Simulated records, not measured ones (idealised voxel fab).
process module | voxel tone inversion
cross-section cut | 250 nm wide | cells 5 nm
A cross-section is a grid of square cells, given in bands from the top down. A band is one or more rows of cells.
Each band's line starts with the height of the band's top and of its bottom, in nm. Then come its materials from left to right, each with its width in nm. One material with "throughout" fills the band from edge to edge. "air" is empty space.
Height 0 is the level under which the wafer as received is all one material. The lowest band goes on downwards, as in "0 down".
A width such as "30 to 40" changes by the same amount from each row of cells to the next, from the band's top row to its bottom row.
"no change" after a step means that no cell of the cross-section changed.
closed voids: empty space of 8 cells or more with no open way to the top, each as width x height at its distance from the left edge, in nm
after a step's settings: what the simulator itself notes on the step
overlay nm, on a step with a mask: how far to the right of its planned place the mask lay; to the left if negative
plan
1 op RECEIVE | material Si
2 op CONFORMAL_DEP | material SiN | thk nm 5
3 op DIRECTIONAL_DEP | material polySi | thk nm 25
4 op PATTERN | tone cover | mask id POSTS | material resist | width nm 20 | pitch nm 35 | thk nm 30 | overlay nm 0
5 op DIRECTIONAL_ETCH | etch materials polySi | depth nm 25
6 op STRIP | etch materials resist
7 op FILL_DEP | material SiO2 | thk nm 5
8 op CMP | height nm 30
9 op STRIP | etch materials polySi
as received, after step 1
  0 down: Si throughout
  closed voids: none
first wafer at the end, as planned
  30 to 5: SiO2 95 | air 20 | SiO2 15 | air 20 | SiO2 100
  5 to 0: SiN throughout
  0 down: Si throughout
  closed voids: none
second wafer at the end: like start, like plan, one mistake
  30 to 25: SiN throughout
  25 to 0: polySi throughout
  0 down: Si throughout
  closed voids: none
what went wrong: steps 2 and 3 were swapped
at the end the second wafer has, in cells: 210 fewer of SiO2 | 250 more of polySi
